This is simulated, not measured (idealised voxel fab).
Process module name: voxel trench capacitor
FYI the section here is cut, 155 nm wide, cells are 5 nm squares.
Cross-section layout: square cells on a grid; listed as bands, top to bottom; a band spans one or more cell rows.
What a band's entry tells you: where the top is and where the bottom is, as heights in nm, and after that what lies inside, material by material from left to right, each with its width in nm. Empty space is written as the word "air", and a single material marked with the word "everywhere" occupies the band from edge to edge.
Beneath 0, the wafer as received is one material, and that level is where height counting begins. The lowest band goes on downward without a bottom; it is written like "0 nm and below".
It should be noted that a width expressed as "30->40" varies in equal increments from row to row of cells within the band, taking the value of the first number at the top row and that of the second number at the bottom row.
When a step is marked "everything unchanged", none of the cells in the cross-section changed during that step.
Listed in "Closed void roster": every empty space of 8 or more cells without an open way to the top. Form: width x height at distance, the distance being from the left edge, all in nm.
Step line, after settings: the simulator's comment on this step.
overlay nm: mask offset rightward from planned place, masked step; negative means leftward offset.
-- Process steps - plan
1) RECEIVE [material Si]
2) CONFORMAL_DEP [material SiN] [thk nm 10]
3) DIRECTIONAL_DEP [material aC] [thk nm 15]
4) PATTERN [tone open] [mask id TRENCH] [material resist] [width nm 15] [pitch nm 40] [thk nm 35] [overlay nm 0]
5) DIRECTIONAL_ETCH [etch materials aC] [depth nm 15]
6) STRIP [etch materials resist]
7) DIRECTIONAL_ETCH [etch materials SiN] [depth nm 10]
8) DIRECTIONAL_ETCH [etch materials Si] [depth nm 30]
9) STRIP [etch materials aC]
10) CONFORMAL_DEP [material SiO2] [thk nm 5]
11) FILL_DEP [material polySi] [thk nm 10]
12) CMP [height nm 10]
-- The first of a set of two wafers, run to plan
-- Cross-section, incoming material, after step 1
> 0 nm and below  Si everywhere
> Closed void roster: none
-- Wafer section view after processing step 2
> 10 nm to 0 nm  SiN everywhere
> Below 0 it's all the same as before, nothing changed down there.
-- Wafer section view after processing step 3
> 25 nm to 10 nm  aC everywhere
> Below 10 it's all the same as before, nothing changed down there.
-- Wafer section view after processing step 4
> 60 nm to 25 nm  30 resist, 15 air, 25 resist, 15 air, 25 resist, 15 air, 30 resist
> Below 25 it's all the same as before, nothing changed down there.
-- Wafer section view after processing step 5
> 45 nm to 25 nm  30 resist, 15 air, 25 resist, 15 air, 25 resist, 15 air, 30 resist
> 25 nm to 10 nm  30 aC, 15 air, 25 aC, 15 air, 25 aC, 15 air, 30 aC
> Below 10 it's all the same as before, nothing changed down there.
-- Wafer section view after processing step 6
> 25 nm to 10 nm  30 aC, 15 air, 25 aC, 15 air, 25 aC, 15 air, 30 aC
> Below 10 it's all the same as before, nothing changed down there.
-- Wafer section view after processing step 7
> 25 nm to 10 nm  30 aC, 15 air, 25 aC, 15 air, 25 aC, 15 air, 30 aC
> 10 nm to 0 nm  30 SiN, 15 air, 25 SiN, 15 air, 25 SiN, 15 air, 30 SiN
> Below 0 it's all the same as before, nothing changed down there.
-- Wafer section view after processing step 8
> 25 nm to 10 nm  30 aC, 15 air, 25 aC, 15 air, 25 aC, 15 air, 30 aC
> 10 nm to 0 nm  30 SiN, 15 air, 25 SiN, 15 air, 25 SiN, 15 air, 30 SiN
> 0 nm to -30 nm  30 Si, 15 air, 25 Si, 15 air, 25 Si, 15 air, 30 Si
> Below -30 it's all the same as before, nothing changed down there.
-- Wafer section view after processing step 9
> 10 nm to 0 nm  30 SiN, 15 air, 25 SiN, 15 air, 25 SiN, 15 air, 30 SiN
> Below 0 it's all the same as before, nothing changed down there.
-- Wafer section view after processing step 10
> 15 nm to 10 nm  35 SiO2, 5 air, 35 SiO2, 5 air, 35 SiO2, 5 air, 35 SiO2
> 10 nm to 0 nm  30 SiN, 5 SiO2, 5 air, 5 SiO2, 25 SiN, 5 SiO2, 5 air, 5 SiO2, 25 SiN, 5 SiO2, 5 air, 5 SiO2, 30 SiN
> 0 nm to -25 nm  30 Si, 5 SiO2, 5 air, 5 SiO2, 25 Si, 5 SiO2, 5 air, 5 SiO2, 25 Si, 5 SiO2, 5 air, 5 SiO2, 30 Si
> -25 nm to -30 nm  30 Si, 15 SiO2, 25 Si, 15 SiO2, 25 Si, 15 SiO2, 30 Si
> Below -30 it's all the same as before, nothing changed down there.
-- Wafer section view after processing step 11
> 25 nm to 15 nm  polySi everywhere
> 15 nm to 10 nm  35 SiO2, 5 polySi, 35 SiO2, 5 polySi, 35 SiO2, 5 polySi, 35 SiO2
> 10 nm to 0 nm  30 SiN, 5 SiO2, 5 polySi, 5 SiO2, 25 SiN, 5 SiO2, 5 polySi, 5 SiO2, 25 SiN, 5 SiO2, 5 polySi, 5 SiO2, 30 SiN
> 0 nm to -25 nm  30 Si, 5 SiO2, 5 polySi, 5 SiO2, 25 Si, 5 SiO2, 5 polySi, 5 SiO2, 25 Si, 5 SiO2, 5 polySi, 5 SiO2, 30 Si
> Below -25 it's all the same as before, nothing changed down there.
-- Wafer section view after processing step 12
> 10 nm to 0 nm  30 SiN, 5 SiO2, 5 polySi, 5 SiO2, 25 SiN, 5 SiO2, 5 polySi, 5 SiO2, 25 SiN, 5 SiO2, 5 polySi, 5 SiO2, 30 SiN
> Below 0 it's all the same as before, nothing changed down there.
-- The second wafer was prepared from the same starting point and under the same plan as the first; its processing contained one mistake, and it remains indistinguishable from the first wafer up to and including step 3
-- Second wafer: cross-section at the scheduled end of step 4
> 60 nm to 25 nm  25 resist, 15 air, 25 resist, 15 air, 25 resist, 15 air, 35 resist
> Below 25 it's all the same as before, nothing changed down there.
-- Second wafer: cross-section at the scheduled end of step 5
> 45 nm to 25 nm  25 resist, 15 air, 25 resist, 15 air, 25 resist, 15 air, 35 resist
> 25 nm to 10 nm  25 aC, 15 air, 25 aC, 15 air, 25 aC, 15 air, 35 aC
> Below 10 it's all the same as before, nothing changed down there.
-- Second wafer: cross-section at the scheduled end of step 6
> 25 nm to 10 nm  25 aC, 15 air, 25 aC, 15 air, 25 aC, 15 air, 35 aC
> Below 10 it's all the same as before, nothing changed down there.
-- Second wafer: cross-section at the scheduled end of step 7
> 25 nm to 10 nm  25 aC, 15 air, 25 aC, 15 air, 25 aC, 15 air, 35 aC
> 10 nm to 0 nm  25 SiN, 15 air, 25 SiN, 15 air, 25 SiN, 15 air, 35 SiN
> Below 0 it's all the same as before, nothing changed down there.
-- Second wafer: cross-section at the scheduled end of step 8
> 25 nm to 10 nm  25 aC, 15 air, 25 aC, 15 air, 25 aC, 15 air, 35 aC
> 10 nm to 0 nm  25 SiN, 15 air, 25 SiN, 15 air, 25 SiN, 15 air, 35 SiN
> 0 nm to -30 nm  25 Si, 15 air, 25 Si, 15 air, 25 Si, 15 air, 35 Si
> Below -30 it's all the same as before, nothing changed down there.
-- Second wafer: cross-section at the scheduled end of step 9
> 10 nm to 0 nm  25 SiN, 15 air, 25 SiN, 15 air, 25 SiN, 15 air, 35 SiN
> Below 0 it's all the same as before, nothing changed down there.
-- Second wafer: cross-section at the scheduled end of step 10
> 15 nm to 10 nm  30 SiO2, 5 air, 35 SiO2, 5 air, 35 SiO2, 5 air, 40 SiO2
> 10 nm to 0 nm  25 SiN, 5 SiO2, 5 air, 5 SiO2, 25 SiN, 5 SiO2, 5 air, 5 SiO2, 25 SiN, 5 SiO2, 5 air, 5 SiO2, 35 SiN
> 0 nm to -25 nm  25 Si, 5 SiO2, 5 air, 5 SiO2, 25 Si, 5 SiO2, 5 air, 5 SiO2, 25 Si, 5 SiO2, 5 air, 5 SiO2, 35 Si
> -25 nm to -30 nm  25 Si, 15 SiO2, 25 Si, 15 SiO2, 25 Si, 15 SiO2, 35 Si
> Below -30 it's all the same as before, nothing changed down there.
-- Second wafer: cross-section at the scheduled end of step 11
> 25 nm to 15 nm  polySi everywhere
> 15 nm to 10 nm  30 SiO2, 5 polySi, 35 SiO2, 5 polySi, 35 SiO2, 5 polySi, 40 SiO2
> 10 nm to 0 nm  25 SiN, 5 SiO2, 5 polySi, 5 SiO2, 25 SiN, 5 SiO2, 5 polySi, 5 SiO2, 25 SiN, 5 SiO2, 5 polySi, 5 SiO2, 35 SiN
> 0 nm to -25 nm  25 Si, 5 SiO2, 5 polySi, 5 SiO2, 25 Si, 5 SiO2, 5 polySi, 5 SiO2, 25 Si, 5 SiO2, 5 polySi, 5 SiO2, 35 Si
> Below -25 it's all the same as before, nothing changed down there.
-- Second wafer: cross-section at the scheduled end of step 12
> 10 nm to 0 nm  25 SiN, 5 SiO2, 5 polySi, 5 SiO2, 25 SiN, 5 SiO2, 5 polySi, 5 SiO2, 25 SiN, 5 SiO2, 5 polySi, 5 SiO2, 35 SiN
> Below 0 it's all the same as before, nothing changed down there.
What went wrong in running the wafer? step 4, actual vs plan mismatch, actual run PATTERN [tone open] [mask id TRENCH] [material resist] [width nm 15] [pitch nm 40] [thk nm 35] [overlay nm -5]
Final state: per-material cell counts identical on both wafers; locations differ.
